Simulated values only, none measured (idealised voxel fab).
process module | voxel double patterning
cross-section cut | 240 nm wide | cells 5 nm
A cross-section is a grid of square cells, given in bands from the top down. A band is one or more rows of cells.
Each band's line starts with the height of the band's top and of its bottom, in nm. Then come its materials from left to right, each with its width in nm. One material with "throughout" fills the band from edge to edge. "air" is empty space.
Height 0 is the level under which the wafer as received is all one material. The lowest band goes on downwards, as in "0 down".
A width such as "30 to 40" changes by the same amount from each row of cells to the next, from the band's top row to its bottom row.
"no change" after a step means that no cell of the cross-section changed.
closed voids: empty space of 8 cells or more with no open way to the top, each as width x height at its distance from the left edge, in nm
after a step's settings: what the simulator itself notes on the step
overlay nm, on a step with a mask: how far to the right of its planned place the mask lay; to the left if negative
plan
1 op RECEIVE | material Si
2 op CONFORMAL_DEP | material SiO2 | thk nm 5
3 op DIRECTIONAL_DEP | material TiN | thk nm 20
4 op DIRECTIONAL_DEP | material SiCN | thk nm 10
5 op DIRECTIONAL_DEP | material aC | thk nm 10
6 op PATTERN | tone open | mask id FIRST | material resist | width nm 15 | pitch nm 50 | thk nm 25 | overlay nm 0
7 op DIRECTIONAL_ETCH | etch materials aC | depth nm 10
8 op STRIP | etch materials resist
9 op DIRECTIONAL_ETCH | etch materials SiCN | depth nm 10
10 op STRIP | etch materials aC
11 op PATTERN | tone open | mask id SECOND | material resist | width nm 15 | pitch nm 50 | thk nm 20 | overlay nm 0
12 op DIRECTIONAL_ETCH | etch materials SiCN | depth nm 10
13 op STRIP | etch materials resist
14 op DIRECTIONAL_ETCH | etch materials TiN | depth nm 20
15 op STRIP | etch materials SiCN
first wafer, as planned
as received, after step 1
  0 down: Si throughout
  closed voids: none
after step 2
  5 to 0: SiO2 throughout
  below 0: unchanged
after step 3
  25 to 5: TiN throughout
  below 5: unchanged
after step 4
  35 to 25: SiCN throughout
  below 25: unchanged
after step 5
  45 to 35: aC throughout
  below 35: unchanged
after step 6
  70 to 45: resist 60 | air 15 | resist 35 | air 15 | resist 35 | air 15 | resist 65
  below 45: unchanged
after step 7
  60 to 45: resist 60 | air 15 | resist 35 | air 15 | resist 35 | air 15 | resist 65
  45 to 35: aC 60 | air 15 | aC 35 | air 15 | aC 35 | air 15 | aC 65
  below 35: unchanged
after step 8
  45 to 35: aC 60 | air 15 | aC 35 | air 15 | aC 35 | air 15 | aC 65
  below 35: unchanged
after step 9
  45 to 35: aC 60 | air 15 | aC 35 | air 15 | aC 35 | air 15 | aC 65
  35 to 25: SiCN 60 | air 15 | SiCN 35 | air 15 | SiCN 35 | air 15 | SiCN 65
  below 25: unchanged
after step 10
  35 to 25: SiCN 60 | air 15 | SiCN 35 | air 15 | SiCN 35 | air 15 | SiCN 65
  below 25: unchanged
after step 11
  55 to 35: resist 85 | air 15 | resist 35 | air 15 | resist 90
  35 to 25: SiCN 60 | resist 15 | SiCN 35 | resist 15 | SiCN 35 | resist 15 | SiCN 65
  below 25: unchanged
after step 12
  55 to 35: resist 85 | air 15 | resist 35 | air 15 | resist 90
  35 to 25: SiCN 60 | resist 15 | SiCN 10 | air 15 | SiCN 10 | resist 15 | SiCN 10 | air 15 | SiCN 10 | resist 15 | SiCN 65
  below 25: unchanged
after step 13
  35 to 25: SiCN 60 | air 15 | SiCN 10 | air 15 | SiCN 10 | air 15 | SiCN 10 | air 15 | SiCN 10 | air 15 | SiCN 65
  below 25: unchanged
after step 14
  35 to 25: SiCN 60 | air 15 | SiCN 10 | air 15 | SiCN 10 | air 15 | SiCN 10 | air 15 | SiCN 10 | air 15 | SiCN 65
  25 to 5: TiN 60 | air 15 | TiN 10 | air 15 | TiN 10 | air 15 | TiN 10 | air 15 | TiN 10 | air 15 | TiN 65
  below 5: unchanged
after step 15
  25 to 5: TiN 60 | air 15 | TiN 10 | air 15 | TiN 10 | air 15 | TiN 10 | air 15 | TiN 10 | air 15 | TiN 65
  below 5: unchanged
second wafer: like start, like plan, one mistake. Through step 2 it matches the first wafer
when step 3 should have ended
  45 to 5: TiN throughout
  below 5: unchanged
when step 4 should have ended
  55 to 45: SiCN throughout
  below 45: unchanged
when step 5 should have ended
  65 to 55: aC throughout
  below 55: unchanged
when step 6 should have ended
  90 to 65: resist 60 | air 15 | resist 35 | air 15 | resist 35 | air 15 | resist 65
  below 65: unchanged
when step 7 should have ended
  80 to 65: resist 60 | air 15 | resist 35 | air 15 | resist 35 | air 15 | resist 65
  65 to 55: aC 60 | air 15 | aC 35 | air 15 | aC 35 | air 15 | aC 65
  below 55: unchanged
when step 8 should have ended
  65 to 55: aC 60 | air 15 | aC 35 | air 15 | aC 35 | air 15 | aC 65
  below 55: unchanged
when step 9 should have ended
  65 to 55: aC 60 | air 15 | aC 35 | air 15 | aC 35 | air 15 | aC 65
  55 to 45: SiCN 60 | air 15 | SiCN 35 | air 15 | SiCN 35 | air 15 | SiCN 65
  below 45: unchanged
when step 10 should have ended
  55 to 45: SiCN 60 | air 15 | SiCN 35 | air 15 | SiCN 35 | air 15 | SiCN 65
  below 45: unchanged
when step 11 should have ended
  75 to 55: resist 85 | air 15 | resist 35 | air 15 | resist 90
  55 to 45: SiCN 60 | resist 15 | SiCN 35 | resist 15 | SiCN 35 | resist 15 | SiCN 65
  below 45: unchanged
when step 12 should have ended
  75 to 55: resist 85 | air 15 | resist 35 | air 15 | resist 90
  55 to 45: SiCN 60 | resist 15 | SiCN 10 | air 15 | SiCN 10 | resist 15 | SiCN 10 | air 15 | SiCN 10 | resist 15 | SiCN 65
  below 45: unchanged
when step 13 should have ended
  55 to 45: SiCN 60 | air 15 | SiCN 10 | air 15 | SiCN 10 | air 15 | SiCN 10 | air 15 | SiCN 10 | air 15 | SiCN 65
  below 45: unchanged
when step 14 should have ended
  55 to 45: SiCN 60 | air 15 | SiCN 10 | air 15 | SiCN 10 | air 15 | SiCN 10 | air 15 | SiCN 10 | air 15 | SiCN 65
  45 to 25: TiN 60 | air 15 | TiN 10 | air 15 | TiN 10 | air 15 | TiN 10 | air 15 | TiN 10 | air 15 | TiN 65
  below 25: unchanged
when step 15 should have ended
  45 to 25: TiN 60 | air 15 | TiN 10 | air 15 | TiN 10 | air 15 | TiN 10 | air 15 | TiN 10 | air 15 | TiN 65
  below 25: unchanged
what went wrong: step 3 was run twice
at the end the second wafer has, in cells: 192 more of TiN
